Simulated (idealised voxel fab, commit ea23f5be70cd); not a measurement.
process module | voxel released beams
cross-section cut | 275 nm wide | cells 5 nm
A cross-section is a grid of square cells, given in bands from the top down. A band is one or more rows of cells.
Each band's line starts with the height of the band's top and of its bottom, in nm. Then come its materials from left to right, each with its width in nm. One material with "throughout" fills the band from edge to edge. "air" is empty space.
Height 0 is the level under which the wafer as received is all one material. The lowest band goes on downwards, as in "0 down".
A width such as "30 to 40" changes by the same amount from each row of cells to the next, from the band's top row to its bottom row.
"no change" after a step means that no cell of the cross-section changed.
closed voids: empty space of 8 cells or more with no open way to the top, each as width x height at its distance from the left edge, in nm
after a step's settings: what the simulator itself notes on the step
overlay nm, on a step with a mask: how far to the right of its planned place the mask lay; to the left if negative
plan
1 op RECEIVE | material Si
2 op CONFORMAL_DEP | material Al2O3 | thk nm 5
3 op DIRECTIONAL_DEP | material SiO2 | thk nm 20
4 op MASKED_ETCH | tone open | mask id ANCHOR | width nm 25 | etch materials SiO2 | depth nm 20 | overlay nm 0
5 op CONFORMAL_DEP | material SiN | thk nm 10
6 op DIRECTIONAL_DEP | material aC | thk nm 10
7 op PATTERN | tone cover | mask id BEAM | material resist | width nm 75 | thk nm 25 | overlay nm 0
8 op DIRECTIONAL_ETCH | etch materials aC | depth nm 10
9 op STRIP | etch materials resist
10 op DIRECTIONAL_ETCH | etch materials SiN | depth nm 10
11 op STRIP | etch materials aC
12 op STRIP | etch materials SiO2
as received, after step 1
  0 down: Si throughout
  closed voids: none
first wafer at the end, as planned
  35 to 25: air 95 | SiN 15 | air 5 | SiN 55 | air 105
  25 to 15: air 100 | SiN 10 | air 5 | SiN 10 | air 150
  15 to 5: air 100 | SiN 25 | air 150
  5 to 0: Al2O3 throughout
  0 down: Si throughout
  closed voids: none
second wafer at the end: like start, like plan, one mistake
  35 to 25: air 95 | SiN 75 | air 105
  25 to 20: Al2O3 throughout
  20 to 0: SiO2 throughout
  0 down: Si throughout
  closed voids: none
what went wrong: steps 2 and 3 were swapped
at the end the second wafer has, in cells: 16 fewer of SiN | 220 more of SiO2
